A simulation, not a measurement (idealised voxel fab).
The following process module bears the name voxel ribs on slabs.
The cross-section on display is named cut; it measures 150 nm wide, and its cells are 5 nm squares.
A cross-section is written here as square cells arranged in a grid, and it is given in bands from the top down, each band taking up one or more rows of cells.
It is stipulated that each band's entry specify, in nanometres, the height of the top of the band and then that of its bottom, followed by the materials of the band in left-to-right sequence, each together with its width in nanometres. A single material marked by the word "full width" is understood to fill the band from edge to edge; the word "blank" is understood to denote empty space.
A quick word on heights: they are counted from 0, and under that level the wafer as it came to us is one material throughout. The lowest band is different from the rest in having no bottom; it simply continues downward, written as in "0..down".
The width entry "30..40" should be interpreted row by row: the top row of cells in the band takes the first number, the bottom row takes the second number, and the change between adjacent rows is uniform throughout.
Where a step carries "no change occurred", the cross-section came out of it unchanged, cell for cell.
In the "Internal closed voids" entry, you get each enclosed empty space of 8 cells or more, one with no open way to the top, written width x height at distance, distance from the left edge, in nm.
Where a step's line continues beyond its settings, the continuation is a remark by the simulator itself on that step.
If you see "overlay nm" on a step's line and that step has a mask, it's telling you how far right of where it was planned the mask ended up; a negative number means it went left instead.

[Process steps - plan]
step 1: RECEIVE,material Si
step 2: DIRECTIONAL_DEP,material SiO2,thk nm 20
step 3: DIRECTIONAL_DEP,material SiN,thk nm 25
step 4: PATTERN,tone cover,mask id RIB,material resist,width nm 30,thk nm 20,overlay nm 0
step 5: DIRECTIONAL_ETCH,etch materials SiN,depth nm 10
step 6: STRIP,etch materials resist
step 7: PATTERN,tone cover,mask id SLAB,material resist,width nm 80,thk nm 20,overlay nm -15
step 8: DIRECTIONAL_ETCH,etch materials SiN,depth nm 15
step 9: STRIP,etch materials resist
step 10: FILL_DEP,material SiO2,thk nm 30
step 11: CMP,height nm 65
step 12: DIRECTIONAL_DEP,material W,thk nm 5
step 13: MASKED_ETCH,tone cover,mask id HEATER,width nm 40,etch materials W,depth nm 5,overlay nm 0
step 14: CONFORMAL_DEP,material SiO2,thk nm 5
For this document, wafers share an identical start and vary in the step 7 overlay nm; the plan quotes the first wafer's value.

[Cross-section of the first incoming wafer of several, state after step 1]
  0..down | Si full width
  Internal closed voids: none

[Take a look at the first of several wafers in cross-section: the module is done, and step 14 was its last step]
  75..70 | blank (50), SiO2 (50), blank (50)
  70..65 | SiO2 (55), W (40), SiO2 (55)
  65..45 | SiO2 full width
  45..35 | SiO2 (60), SiN (30), SiO2 (60)
  35..20 | SiO2 (20), SiN (80), SiO2 (50)
  20..0 | SiO2 full width
  0..down | Si full width
  Internal closed voids: none

[Here's the last wafer cross-sectioned at the end of the module]
  75..70 | blank (50), SiO2 (50), blank (50)
  70..65 | SiO2 (55), W (40), SiO2 (55)
  65..45 | SiO2 full width
  45..35 | SiO2 (60), SiN (30), SiO2 (60)
  35..20 | SiO2 (50), SiN (80), SiO2 (20)
  20..0 | SiO2 full width
  0..down | Si full width
  Internal closed voids: none

[Tabulated below, wafer by wafer, are the end-of-module results: for each material, the number of cells gained (+) or lost (-) relative to the as-received state, followed by the closed voids]
overlay nm -15; +60 SiN; +362 SiO2; +8 W; Internal closed voids: none
overlay nm -10; +60 SiN; +362 SiO2; +8 W; Internal closed voids: none
overlay nm -5; +60 SiN; +362 SiO2; +8 W; Internal closed voids: none
overlay nm 0; +60 SiN; +362 SiO2; +8 W; Internal closed voids: none
overlay nm 5; +60 SiN; +362 SiO2; +8 W; Internal closed voids: none
overlay nm 10; +60 SiN; +362 SiO2; +8 W; Internal closed voids: none
overlay nm 15; +60 SiN; +362 SiO2; +8 W; Internal closed voids: none
